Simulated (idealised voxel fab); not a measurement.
The following process module bears the name voxel wiring stack.
cross-section cut | 285 nm wide | cells 5 nm
Think of the cross-section as a grid of square cells. We describe it in bands, top to bottom, and each band covers one or more rows of those cells. A band entry consists of two parts. The first gives the height of the band's top and the height of its bottom, in nm. The rest lists the band's materials from left to right, each with its width in nm. A single material labelled with the word "full width" fills the band from edge to edge, and the word "blank" marks empty space. It should be noted that heights are counted from 0, beneath which the wafer as supplied is of one material throughout, and that the lowest band possesses no lower boundary but continues downward, as written in "0 nm and below". With a width like "30->40", each row of cells in the band differs from the next by the same amount, the top row carrying the first number and the bottom row the second. What does "same as before" mean for a step? It means no cell of the cross-section changed in that step. Any empty space of 8 cells or more lacking an open way to the top shows up in "Cavities, sealed" as width x height at distance, distance from the left edge, in nm. Post-settings text on a step line: simulator's own remark regarding the step. "overlay nm" on a masked step: distance the mask lay right of its planned place, negative for left.

-- Below is the list of planned process steps
step 1: RECEIVE,material Si
step 2: CONFORMAL_DEP,material SiO2,thk nm 10
step 3: CONFORMAL_DEP,material SiN,thk nm 5
step 4: DIRECTIONAL_DEP,material lowk,thk nm 25
step 5: MASKED_ETCH,tone open,mask id METAL_1,width nm 25,pitch nm 55,etch materials lowk,depth nm 25,overlay nm 0
step 6: MASKED_ETCH,tone open,mask id METAL_1,width nm 25,pitch nm 55,etch materials SiN,depth nm 5,overlay nm 0
step 7: CONFORMAL_DEP,material TiN,thk nm 5
step 8: FILL_DEP,material Cu,thk nm 5
step 9: CMP,height nm 40
step 10: CONFORMAL_DEP,material SiCN,thk nm 5
step 11: DIRECTIONAL_DEP,material SiO2,thk nm 25
step 12: DIRECTIONAL_DEP,material aC,thk nm 10
step 13: PATTERN,tone open,mask id METAL_2_HOLES,material resist,width nm 15,thk nm 30,overlay nm 0
step 14: DIRECTIONAL_ETCH,etch materials aC,depth nm 10
step 15: STRIP,etch materials resist
step 16: DIRECTIONAL_ETCH,etch materials SiO2,depth nm 25
step 17: STRIP,etch materials aC
step 18: MASKED_ETCH,tone open,mask id METAL_2,width nm 25,pitch nm 55,etch materials SiO2,depth nm 15,overlay nm 0
step 19: MASKED_ETCH,tone open,mask id METAL_2,width nm 25,pitch nm 55,etch materials SiCN,depth nm 5,overlay nm 0
step 20: CONFORMAL_DEP,material TiN,thk nm 5
step 21: FILL_DEP,material Cu,thk nm 5
step 22: CMP,height nm 70
step 23: CONFORMAL_DEP,material SiCN,thk nm 5
step 24: DIRECTIONAL_DEP,material SiO2,thk nm 30
step 25: MASKED_ETCH,tone open,mask id METAL_3,width nm 25,pitch nm 55,etch materials SiO2,depth nm 20,overlay nm 0
step 26: DIRECTIONAL_DEP,material aC,thk nm 10
step 27: PATTERN,tone open,mask id METAL_3_HOLES,material resist,width nm 15,pitch nm 55,thk nm 25,overlay nm 0
step 28: DIRECTIONAL_ETCH,etch materials aC,depth nm 10
step 29: STRIP,etch materials resist
step 30: DIRECTIONAL_ETCH,etch materials SiO2,depth nm 10
step 31: DIRECTIONAL_ETCH,etch materials SiCN,depth nm 5
step 32: STRIP,etch materials aC
step 33: CONFORMAL_DEP,material TiN,thk nm 5
step 34: FILL_DEP,material Cu,thk nm 5
step 35: CMP,height nm 105
step 36: CONFORMAL_DEP,material SiCN,thk nm 5
step 37: DIRECTIONAL_DEP,material SiO2,thk nm 25
step 38: PATTERN,tone open,mask id METAL_4_HOLES,material resist,width nm 15,pitch nm 55,thk nm 20,overlay nm 0
step 39: DIRECTIONAL_ETCH,etch materials SiO2,depth nm 25
step 40: STRIP,etch materials resist
step 41: PATTERN,tone open,mask id METAL_4,material resist,width nm 25,pitch nm 55,thk nm 20,overlay nm 0
step 42: DIRECTIONAL_ETCH,etch materials SiO2,depth nm 15
step 43: DIRECTIONAL_ETCH,etch materials SiCN,depth nm 5
step 44: STRIP,etch materials resist
step 45: CONFORMAL_DEP,material TiN,thk nm 5
step 46: FILL_DEP,material Cu,thk nm 10
step 47: CMP,height nm 135
step 48: CONFORMAL_DEP,material SiN,thk nm 5

-- Concerning the first of two wafers, which was run in accordance with the plan

-- Wafer at receipt (post step 1), cross-section
    0 nm and below = Si full width
    Cavities, sealed: none

-- Wafer section view after processing step 2
    10 nm to 0 nm = SiO2 full width
    Nothing below the height 0 has changed.

-- Wafer section view after processing step 3
    15 nm to 10 nm = SiN full width
    Nothing below the height 10 has changed.

-- Wafer section view after processing step 4
    40 nm to 15 nm = lowk full width
    Nothing below the height 15 has changed.

-- Wafer section view after processing step 5
    40 nm to 15 nm = lowk=100, then blank=25, then lowk=30, then blank=25, then lowk=105
    Nothing below the height 15 has changed.

-- Wafer section view after processing step 6
    40 nm to 15 nm = lowk=100, then blank=25, then lowk=30, then blank=25, then lowk=105
    15 nm to 10 nm = SiN=100, then blank=25, then SiN=30, then blank=25, then SiN=105
    Nothing below the height 10 has changed.

-- Wafer section view after processing step 7
    45 nm to 40 nm = TiN=105, then blank=15, then TiN=40, then blank=15, then TiN=110
    40 nm to 15 nm = lowk=100, then TiN=5, then blank=15, then TiN=5, then lowk=30, then TiN=5, then blank=15, then TiN=5, then lowk=105
    15 nm to 10 nm = SiN=100, then TiN=25, then SiN=30, then TiN=25, then SiN=105
    Nothing below the height 10 has changed.

-- Wafer section view after processing step 8
    50 nm to 45 nm = Cu full width
    45 nm to 40 nm = TiN=105, then Cu=15, then TiN=40, then Cu=15, then TiN=110
    40 nm to 15 nm = lowk=100, then TiN=5, then Cu=15, then TiN=5, then lowk=30, then TiN=5, then Cu=15, then TiN=5, then lowk=105
    Nothing below the height 15 has changed.

-- Wafer section view after processing step 9
    40 nm to 15 nm = lowk=100, then TiN=5, then Cu=15, then TiN=5, then lowk=30, then TiN=5, then Cu=15, then TiN=5, then lowk=105
    Nothing below the height 15 has changed.

-- Wafer section view after processing step 10
    45 nm to 40 nm = SiCN full width
    Nothing below the height 40 has changed.

-- Wafer section view after processing step 11
    70 nm to 45 nm = SiO2 full width
    Nothing below the height 45 has changed.

-- Wafer section view after processing step 12
    80 nm to 70 nm = aC full width
    Nothing below the height 70 has changed.

-- Wafer section view after processing step 13
    110 nm to 80 nm = resist=100, then blank=15, then resist=170
    Nothing below the height 80 has changed.

-- Wafer section view after processing step 14
    100 nm to 80 nm = resist=100, then blank=15, then resist=170
    80 nm to 70 nm = aC=100, then blank=15, then aC=170
    Nothing below the height 70 has changed.

-- Wafer section view after processing step 15
    80 nm to 70 nm = aC=100, then blank=15, then aC=170
    Nothing below the height 70 has changed.

-- Wafer section view after processing step 16
    80 nm to 70 nm = aC=100, then blank=15, then aC=170
    70 nm to 45 nm = SiO2=100, then blank=15, then SiO2=170
    Nothing below the height 45 has changed.

-- Wafer section view after processing step 17
    70 nm to 45 nm = SiO2=100, then blank=15, then SiO2=170
    Nothing below the height 45 has changed.

-- Wafer section view after processing step 18
    70 nm to 55 nm = SiO2=100, then blank=25, then SiO2=30, then blank=25, then SiO2=105
    Nothing below the height 55 has changed.

-- Wafer section view after processing step 19
    70 nm to 55 nm = SiO2=100, then blank=25, then SiO2=30, then blank=25, then SiO2=105
    55 nm to 45 nm = SiO2=100, then blank=15, then SiO2=170
    45 nm to 40 nm = SiCN=100, then blank=15, then SiCN=170
    Nothing below the height 40 has changed.

-- Wafer section view after processing step 20
    75 nm to 70 nm = TiN=105, then blank=15, then TiN=40, then blank=15, then TiN=110
    70 nm to 60 nm = SiO2=100, then TiN=5, then blank=15, then TiN=5, then SiO2=30, then TiN=5, then blank=15, then TiN=5, then SiO2=105
    60 nm to 55 nm = SiO2=100, then TiN=5, then blank=5, then TiN=15, then SiO2=30, then TiN=25, then SiO2=105
    55 nm to 45 nm = SiO2=100, then TiN=5, then blank=5, then TiN=5, then SiO2=170
    45 nm to 40 nm = SiCN=100, then TiN=15, then SiCN=170
    Nothing below the height 40 has changed.

-- Wafer section view after processing step 21
    80 nm to 75 nm = Cu full width
    75 nm to 70 nm = TiN=105, then Cu=15, then TiN=40, then Cu=15, then TiN=110
    70 nm to 60 nm = SiO2=100, then TiN=5, then Cu=15, then TiN=5, then SiO2=30, then TiN=5, then Cu=15, then TiN=5, then SiO2=105
    60 nm to 55 nm = SiO2=100, then TiN=5, then Cu=5, then TiN=15, then SiO2=30, then TiN=25, then SiO2=105
    55 nm to 45 nm = SiO2=100, then TiN=5, then Cu=5, then TiN=5, then SiO2=170
    Nothing below the height 45 has changed.

-- Wafer section view after processing step 22
    70 nm to 60 nm = SiO2=100, then TiN=5, then Cu=15, then TiN=5, then SiO2=30, then TiN=5, then Cu=15, then TiN=5, then SiO2=105
    Nothing below the height 60 has changed.

-- Wafer section view after processing step 23
    75 nm to 70 nm = SiCN full width
    Nothing below the height 70 has changed.

-- Wafer section view after processing step 24
    105 nm to 75 nm = SiO2 full width
    Nothing below the height 75 has changed.

-- Wafer section view after processing step 25
    105 nm to 85 nm = SiO2=100, then blank=25, then SiO2=30, then blank=25, then SiO2=105
    Nothing below the height 85 has changed.

-- Wafer section view after processing step 26
    115 nm to 105 nm = aC=100, then blank=25, then aC=30, then blank=25, then aC=105
    105 nm to 95 nm = SiO2=100, then blank=25, then SiO2=30, then blank=25, then SiO2=105
    95 nm to 85 nm = SiO2=100, then aC=25, then SiO2=30, then aC=25, then SiO2=105
    Nothing below the height 85 has changed.

-- Wafer section view after processing step 27
    140 nm to 115 nm = resist=100, then blank=15, then resist=40, then blank=15, then resist=115
    115 nm to 105 nm = aC=100, then blank=15, then resist=10, then aC=30, then blank=15, then resist=10, then aC=105
    105 nm to 95 nm = SiO2=100, then blank=15, then resist=10, then SiO2=30, then blank=15, then resist=10, then SiO2=105
    Nothing below the height 95 has changed.

-- Wafer section view after processing step 28
    130 nm to 115 nm = resist=100, then blank=15, then resist=40, then blank=15, then resist=115
    115 nm to 105 nm = aC=100, then blank=15, then resist=10, then aC=30, then blank=15, then resist=10, then aC=105
    105 nm to 95 nm = SiO2=100, then blank=15, then resist=10, then SiO2=30, then blank=15, then resist=10, then SiO2=105
    95 nm to 85 nm = SiO2=100, then blank=15, then aC=10, then SiO2=30, then blank=15, then aC=10, then SiO2=105
    Nothing below the height 85 has changed.

-- Wafer section view after processing step 29
    115 nm to 105 nm = aC=100, then blank=25, then aC=30, then blank=25, then aC=105
    105 nm to 95 nm = SiO2=100, then blank=25, then SiO2=30, then blank=25, then SiO2=105
    Nothing below the height 95 has changed.

-- Wafer section view after processing step 30
    115 nm to 105 nm = aC=100, then blank=25, then aC=30, then blank=25, then aC=105
    105 nm to 95 nm = SiO2=100, then blank=25, then SiO2=30, then blank=25, then SiO2=105
    95 nm to 85 nm = SiO2=100, then blank=15, then aC=10, then SiO2=30, then blank=15, then aC=10, then SiO2=105
    85 nm to 75 nm = SiO2=100, then blank=15, then SiO2=40, then blank=15, then SiO2=115
    Nothing below the height 75 has changed.

-- Wafer section view after processing step 31
    115 nm to 105 nm = aC=100, then blank=25, then aC=30, then blank=25, then aC=105
    105 nm to 95 nm = SiO2=100, then blank=25, then SiO2=30, then blank=25, then SiO2=105
    95 nm to 85 nm = SiO2=100, then blank=15, then aC=10, then SiO2=30, then blank=15, then aC=10, then SiO2=105
    85 nm to 75 nm = SiO2=100, then blank=15, then SiO2=40, then blank=15, then SiO2=115
    75 nm to 70 nm = SiCN=100, then blank=15, then SiCN=40, then blank=15, then SiCN=115
    Nothing below the height 70 has changed.

-- Wafer section view after processing step 32
    105 nm to 85 nm = SiO2=100, then blank=25, then SiO2=30, then blank=25, then SiO2=105
    Nothing below the height 85 has changed.

-- Wafer section view after processing step 33
    110 nm to 105 nm = TiN=105, then blank=15, then TiN=40, then blank=15, then TiN=110
    105 nm to 90 nm = SiO2=100, then TiN=5, then blank=15, then TiN=5, then SiO2=30, then TiN=5, then blank=15, then TiN=5, then SiO2=105
    90 nm to 85 nm = SiO2=100, then TiN=5, then blank=5, then TiN=15, then SiO2=30, then TiN=5, then blank=5, then TiN=15, then SiO2=105
    85 nm to 75 nm = SiO2=100, then TiN=5, then blank=5, then TiN=5, then SiO2=40, then TiN=5, then blank=5, then TiN=5, then SiO2=115
    75 nm to 70 nm = SiCN=100, then TiN=15, then SiCN=40, then TiN=15, then SiCN=115
    Nothing below the height 70 has changed.

-- Wafer section view after processing step 34
    115 nm to 110 nm = Cu full width
    110 nm to 105 nm = TiN=105, then Cu=15, then TiN=40, then Cu=15, then TiN=110
    105 nm to 90 nm = SiO2=100, then TiN=5, then Cu=15, then TiN=5, then SiO2=30, then TiN=5, then Cu=15, then TiN=5, then SiO2=105
    90 nm to 85 nm = SiO2=100, then TiN=5, then Cu=5, then TiN=15, then SiO2=30, then TiN=5, then Cu=5, then TiN=15, then SiO2=105
    85 nm to 75 nm = SiO2=100, then TiN=5, then Cu=5, then TiN=5, then SiO2=40, then TiN=5, then Cu=5, then TiN=5, then SiO2=115
    Nothing below the height 75 has changed.

-- Wafer section view after processing step 35
    105 nm to 90 nm = SiO2=100, then TiN=5, then Cu=15, then TiN=5, then SiO2=30, then TiN=5, then Cu=15, then TiN=5, then SiO2=105
    Nothing below the height 90 has changed.

-- Wafer section view after processing step 36
    110 nm to 105 nm = SiCN full width
    Nothing below the height 105 has changed.

-- Wafer section view after processing step 37
    135 nm to 110 nm = SiO2 full width
    Nothing below the height 110 has changed.

-- Wafer section view after processing step 38
    155 nm to 135 nm = resist=100, then blank=15, then resist=40, then blank=15, then resist=115
    Nothing below the height 135 has changed.

-- Wafer section view after processing step 39
    155 nm to 135 nm = resist=100, then blank=15, then resist=40, then blank=15, then resist=115
    135 nm to 110 nm = SiO2=100, then blank=15, then SiO2=40, then blank=15, then SiO2=115
    Nothing below the height 110 has changed.

-- Wafer section view after processing step 40
    135 nm to 110 nm = SiO2=100, then blank=15, then SiO2=40, then blank=15, then SiO2=115
    Nothing below the height 110 has changed.

-- Wafer section view after processing step 41
    155 nm to 135 nm = resist=100, then blank=25, then resist=30, then blank=25, then resist=105
    Nothing below the height 135 has changed.

-- Wafer section view after processing step 42
    155 nm to 135 nm = resist=100, then blank=25, then resist=30, then blank=25, then resist=105
    135 nm to 120 nm = SiO2=100, then blank=25, then SiO2=30, then blank=25, then SiO2=105
    Nothing below the height 120 has changed.

-- Wafer section view after processing step 43
    155 nm to 135 nm = resist=100, then blank=25, then resist=30, then blank=25, then resist=105
    135 nm to 120 nm = SiO2=100, then blank=25, then SiO2=30, then blank=25, then SiO2=105
    120 nm to 110 nm = SiO2=100, then blank=15, then SiO2=40, then blank=15, then SiO2=115
    110 nm to 105 nm = SiCN=100, then blank=15, then SiCN=40, then blank=15, then SiCN=115
    Nothing below the height 105 has changed.

-- Wafer section view after processing step 44
    135 nm to 120 nm = SiO2=100, then blank=25, then SiO2=30, then blank=25, then SiO2=105
    Nothing below the height 120 has changed.

-- Wafer section view after processing step 45
    140 nm to 135 nm = TiN=105, then blank=15, then TiN=40, then blank=15, then TiN=110
    135 nm to 125 nm = SiO2=100, then TiN=5, then blank=15, then TiN=5, then SiO2=30, then TiN=5, then blank=15, then TiN=5, then SiO2=105
    125 nm to 120 nm = SiO2=100, then TiN=5, then blank=5, then TiN=15, then SiO2=30, then TiN=5, then blank=5, then TiN=15, then SiO2=105
    120 nm to 110 nm = SiO2=100, then TiN=5, then blank=5, then TiN=5, then SiO2=40, then TiN=5, then blank=5, then TiN=5, then SiO2=115
    110 nm to 105 nm = SiCN=100, then TiN=15, then SiCN=40, then TiN=15, then SiCN=115
    Nothing below the height 105 has changed.

-- Wafer section view after processing step 46
    150 nm to 140 nm = Cu full width
    140 nm to 135 nm = TiN=105, then Cu=15, then TiN=40, then Cu=15, then TiN=110
    135 nm to 125 nm = SiO2=100, then TiN=5, then Cu=15, then TiN=5, then SiO2=30, then TiN=5, then Cu=15, then TiN=5, then SiO2=105
    125 nm to 120 nm = SiO2=100, then TiN=5, then Cu=5, then TiN=15, then SiO2=30, then TiN=5, then Cu=5, then TiN=15, then SiO2=105
    120 nm to 110 nm = SiO2=100, then TiN=5, then Cu=5, then TiN=5, then SiO2=40, then TiN=5, then Cu=5, then TiN=5, then SiO2=115
    Nothing below the height 110 has changed.

-- Wafer section view after processing step 47
    135 nm to 125 nm = SiO2=100, then TiN=5, then Cu=15, then TiN=5, then SiO2=30, then TiN=5, then Cu=15, then TiN=5, then SiO2=105
    Nothing below the height 125 has changed.

-- Wafer section view after processing step 48
    140 nm to 135 nm = SiN full width
    Nothing below the height 135 has changed.

-- Notes, second wafer: start = first wafer's, plan = first wafer's, execution had one mistake; history identical to first through step 21

-- What the second wafer looks like in cross-section when step 22 should have wrapped up
    60 nm to 55 nm = SiO2=100, then TiN=5, then Cu=5, then TiN=15, then SiO2=30, then TiN=25, then SiO2=105
    Nothing below the height 55 has changed.

-- What the second wafer looks like in cross-section when step 23 should have wrapped up
    65 nm to 60 nm = SiCN full width
    Nothing below the height 60 has changed.

-- What the second wafer looks like in cross-section when step 24 should have wrapped up
    95 nm to 65 nm = SiO2 full width
    Nothing below the height 65 has changed.

-- What the second wafer looks like in cross-section when step 25 should have wrapped up
    95 nm to 75 nm = SiO2=100, then blank=25, then SiO2=30, then blank=25, then SiO2=105
    Nothing below the height 75 has changed.

-- What the second wafer looks like in cross-section when step 26 should have wrapped up
    105 nm to 95 nm = aC=100, then blank=25, then aC=30, then blank=25, then aC=105
    95 nm to 85 nm = SiO2=100, then blank=25, then SiO2=30, then blank=25, then SiO2=105
    85 nm to 75 nm = SiO2=100, then aC=25, then SiO2=30, then aC=25, then SiO2=105
    Nothing below the height 75 has changed.

-- What the second wafer looks like in cross-section when step 27 should have wrapped up
    130 nm to 105 nm = resist=100, then blank=15, then resist=40, then blank=15, then resist=115
    105 nm to 95 nm = aC=100, then blank=15, then resist=10, then aC=30, then blank=15, then resist=10, then aC=105
    95 nm to 85 nm = SiO2=100, then blank=15, then resist=10, then SiO2=30, then blank=15, then resist=10, then SiO2=105
    Nothing below the height 85 has changed.

-- What the second wafer looks like in cross-section when step 28 should have wrapped up
    120 nm to 105 nm = resist=100, then blank=15, then resist=40, then blank=15, then resist=115
    105 nm to 95 nm = aC=100, then blank=15, then resist=10, then aC=30, then blank=15, then resist=10, then aC=105
    95 nm to 85 nm = SiO2=100, then blank=15, then resist=10, then SiO2=30, then blank=15, then resist=10, then SiO2=105
    85 nm to 75 nm = SiO2=100, then blank=15, then aC=10, then SiO2=30, then blank=15, then aC=10, then SiO2=105
    Nothing below the height 75 has changed.

-- What the second wafer looks like in cross-section when step 29 should have wrapped up
    105 nm to 95 nm = aC=100, then blank=25, then aC=30, then blank=25, then aC=105
    95 nm to 85 nm = SiO2=100, then blank=25, then SiO2=30, then blank=25, then SiO2=105
    Nothing below the height 85 has changed.

-- What the second wafer looks like in cross-section when step 30 should have wrapped up
    105 nm to 95 nm = aC=100, then blank=25, then aC=30, then blank=25, then aC=105
    95 nm to 85 nm = SiO2=100, then blank=25, then SiO2=30, then blank=25, then SiO2=105
    85 nm to 75 nm = SiO2=100, then blank=15, then aC=10, then SiO2=30, then blank=15, then aC=10, then SiO2=105
    75 nm to 65 nm = SiO2=100, then blank=15, then SiO2=40, then blank=15, then SiO2=115
    Nothing below the height 65 has changed.

-- What the second wafer looks like in cross-section when step 31 should have wrapped up
    105 nm to 95 nm = aC=100, then blank=25, then aC=30, then blank=25, then aC=105
    95 nm to 85 nm = SiO2=100, then blank=25, then SiO2=30, then blank=25, then SiO2=105
    85 nm to 75 nm = SiO2=100, then blank=15, then aC=10, then SiO2=30, then blank=15, then aC=10, then SiO2=105
    75 nm to 65 nm = SiO2=100, then blank=15, then SiO2=40, then blank=15, then SiO2=115
    65 nm to 60 nm = SiCN=100, then blank=15, then SiCN=40, then blank=15, then SiCN=115
    Nothing below the height 60 has changed.

-- What the second wafer looks like in cross-section when step 32 should have wrapped up
    95 nm to 75 nm = SiO2=100, then blank=25, then SiO2=30, then blank=25, then SiO2=105
    Nothing below the height 75 has changed.

-- What the second wafer looks like in cross-section when step 33 should have wrapped up
    100 nm to 95 nm = TiN=105, then blank=15, then TiN=40, then blank=15, then TiN=110
    95 nm to 80 nm = SiO2=100, then TiN=5, then blank=15, then TiN=5, then SiO2=30, then TiN=5, then blank=15, then TiN=5, then SiO2=105
    80 nm to 75 nm = SiO2=100, then TiN=5, then blank=5, then TiN=15, then SiO2=30, then TiN=5, then blank=5, then TiN=15, then SiO2=105
    75 nm to 65 nm = SiO2=100, then TiN=5, then blank=5, then TiN=5, then SiO2=40, then TiN=5, then blank=5, then TiN=5, then SiO2=115
    65 nm to 60 nm = SiCN=100, then TiN=15, then SiCN=40, then TiN=15, then SiCN=115
    Nothing below the height 60 has changed.

-- What the second wafer looks like in cross-section when step 34 should have wrapped up
    105 nm to 100 nm = Cu full width
    100 nm to 95 nm = TiN=105, then Cu=15, then TiN=40, then Cu=15, then TiN=110
    95 nm to 80 nm = SiO2=100, then TiN=5, then Cu=15, then TiN=5, then SiO2=30, then TiN=5, then Cu=15, then TiN=5, then SiO2=105
    80 nm to 75 nm = SiO2=100, then TiN=5, then Cu=5, then TiN=15, then SiO2=30, then TiN=5, then Cu=5, then TiN=15, then SiO2=105
    75 nm to 65 nm = SiO2=100, then TiN=5, then Cu=5, then TiN=5, then SiO2=40, then TiN=5, then Cu=5, then TiN=5, then SiO2=115
    Nothing below the height 65 has changed.

What the second wafer looks like in cross-section when step 35 should have wrapped up: same as before

-- What the second wafer looks like in cross-section when step 36 should have wrapped up
    110 nm to 105 nm = SiCN full width
    Nothing below the height 105 has changed.

-- What the second wafer looks like in cross-section when step 37 should have wrapped up
    135 nm to 110 nm = SiO2 full width
    Nothing below the height 110 has changed.

-- What the second wafer looks like in cross-section when step 38 should have wrapped up
    155 nm to 135 nm = resist=100, then blank=15, then resist=40, then blank=15, then resist=115
    Nothing below the height 135 has changed.

-- What the second wafer looks like in cross-section when step 39 should have wrapped up
    155 nm to 135 nm = resist=100, then blank=15, then resist=40, then blank=15, then resist=115
    135 nm to 110 nm = SiO2=100, then blank=15, then SiO2=40, then blank=15, then SiO2=115
    Nothing below the height 110 has changed.

-- What the second wafer looks like in cross-section when step 40 should have wrapped up
    135 nm to 110 nm = SiO2=100, then blank=15, then SiO2=40, then blank=15, then SiO2=115
    Nothing below the height 110 has changed.

-- What the second wafer looks like in cross-section when step 41 should have wrapped up
    155 nm to 135 nm = resist=100, then blank=25, then resist=30, then blank=25, then resist=105
    Nothing below the height 135 has changed.

-- What the second wafer looks like in cross-section when step 42 should have wrapped up
    155 nm to 135 nm = resist=100, then blank=25, then resist=30, then blank=25, then resist=105
    135 nm to 120 nm = SiO2=100, then blank=25, then SiO2=30, then blank=25, then SiO2=105
    Nothing below the height 120 has changed.

-- What the second wafer looks like in cross-section when step 43 should have wrapped up
    155 nm to 135 nm = resist=100, then blank=25, then resist=30, then blank=25, then resist=105
    135 nm to 120 nm = SiO2=100, then blank=25, then SiO2=30, then blank=25, then SiO2=105
    120 nm to 110 nm = SiO2=100, then blank=15, then SiO2=40, then blank=15, then SiO2=115
    110 nm to 105 nm = SiCN=100, then blank=15, then SiCN=40, then blank=15, then SiCN=115
    Nothing below the height 105 has changed.

-- What the second wafer looks like in cross-section when step 44 should have wrapped up
    135 nm to 120 nm = SiO2=100, then blank=25, then SiO2=30, then blank=25, then SiO2=105
    Nothing below the height 120 has changed.

-- What the second wafer looks like in cross-section when step 45 should have wrapped up
    140 nm to 135 nm = TiN=105, then blank=15, then TiN=40, then blank=15, then TiN=110
    135 nm to 125 nm = SiO2=100, then TiN=5, then blank=15, then TiN=5, then SiO2=30, then TiN=5, then blank=15, then TiN=5, then SiO2=105
    125 nm to 120 nm = SiO2=100, then TiN=5, then blank=5, then TiN=15, then SiO2=30, then TiN=5, then blank=5, then TiN=15, then SiO2=105
    120 nm to 110 nm = SiO2=100, then TiN=5, then blank=5, then TiN=5, then SiO2=40, then TiN=5, then blank=5, then TiN=5, then SiO2=115
    110 nm to 105 nm = SiCN=100, then TiN=15, then SiCN=40, then TiN=15, then SiCN=115
    Nothing below the height 105 has changed.

-- What the second wafer looks like in cross-section when step 46 should have wrapped up
    150 nm to 140 nm = Cu full width
    140 nm to 135 nm = TiN=105, then Cu=15, then TiN=40, then Cu=15, then TiN=110
    135 nm to 125 nm = SiO2=100, then TiN=5, then Cu=15, then TiN=5, then SiO2=30, then TiN=5, then Cu=15, then TiN=5, then SiO2=105
    125 nm to 120 nm = SiO2=100, then TiN=5, then Cu=5, then TiN=15, then SiO2=30, then TiN=5, then Cu=5, then TiN=15, then SiO2=105
    120 nm to 110 nm = SiO2=100, then TiN=5, then Cu=5, then TiN=5, then SiO2=40, then TiN=5, then Cu=5, then TiN=5, then SiO2=115
    Nothing below the height 110 has changed.

-- What the second wafer looks like in cross-section when step 47 should have wrapped up
    135 nm to 125 nm = SiO2=100, then TiN=5, then Cu=15, then TiN=5, then SiO2=30, then TiN=5, then Cu=15, then TiN=5, then SiO2=105
    Nothing below the height 125 has changed.

-- What the second wafer looks like in cross-section when step 48 should have wrapped up
    140 nm to 135 nm = SiN full width
    Nothing below the height 135 has changed.
Deviation from plan: in deviation from the planned setting, step 22 was conducted as CMP,height nm 60
Final tally in cells, some materials are higher or lower on the second wafer than on the first: +51 Cu; -94 SiO2; +43 TiN
